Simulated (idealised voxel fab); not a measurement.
This section sets out a process module, namely voxel tone inversion.
Cross-section cut spans 140 nm and uses square cells 5 nm in size.
Square cells in a grid make up a cross-section in this document, and the grid is given as bands, listed from the top down, each one or more rows of cells.
Band: top and bottom heights (nm) first, top before bottom; then materials from left to right, widths in nm. "everywhere" marks a sole material filling the band edge to edge. "air" denotes empty space.
Height datum 0, below which the as-received substrate wafer is one material. Lowest band open at the bottom, running downward: "0 down".
Width: "30->40" (first number = top row, second number = bottom row, same change from row to row of cells).
The cross-section has no changed cell in any step marked "no alterations made".
What "Catalogued sealed voids" gives you is every empty space of 8 cells or more that is cut off from the top. Each appears as width x height at distance, with the distance taken from the left edge and width, height and distance all in nm.
What comes after the settings on a step's line is commentary from the simulator itself on that step.
For masked steps, "overlay nm" on the step line gives how far right of plan the mask actually lay; a minus sign means it lay to the left.
### The steps planned for the process are as follows
1 RECEIVE | material Si
2 CONFORMAL_DEP | material SiCN | thk nm 10
3 DIRECTIONAL_DEP | material polySi | thk nm 15
4 PATTERN | tone cover | mask id POSTS | material resist | width nm 20 | pitch nm 50 | thk nm 25 | overlay nm 0
5 DIRECTIONAL_ETCH | etch materials polySi | depth nm 15
6 STRIP | etch materials resist
7 FILL_DEP | material SiO2 | thk nm 5
8 CMP | height nm 25
9 STRIP | etch materials polySi
### Incoming wafer in cross-section (state: after step 1)
  0 down: Si everywhere
  Catalogued sealed voids: none
### One mistake in running the module, otherwise start and plan as above: cross-section at the end
  25 to 10: 35 SiO2, then 25 air, then 25 SiO2, then 25 air, then 30 SiO2
  10 to 0: SiCN everywhere
  0 down: Si everywhere
  Catalogued sealed voids: none
Deviation noted in wafer processing: step 4 did not happen as planned, as run it was PATTERN | tone cover | mask id POSTS | material resist | width nm 25 | pitch nm 50 | thk nm 25 | overlay nm 0
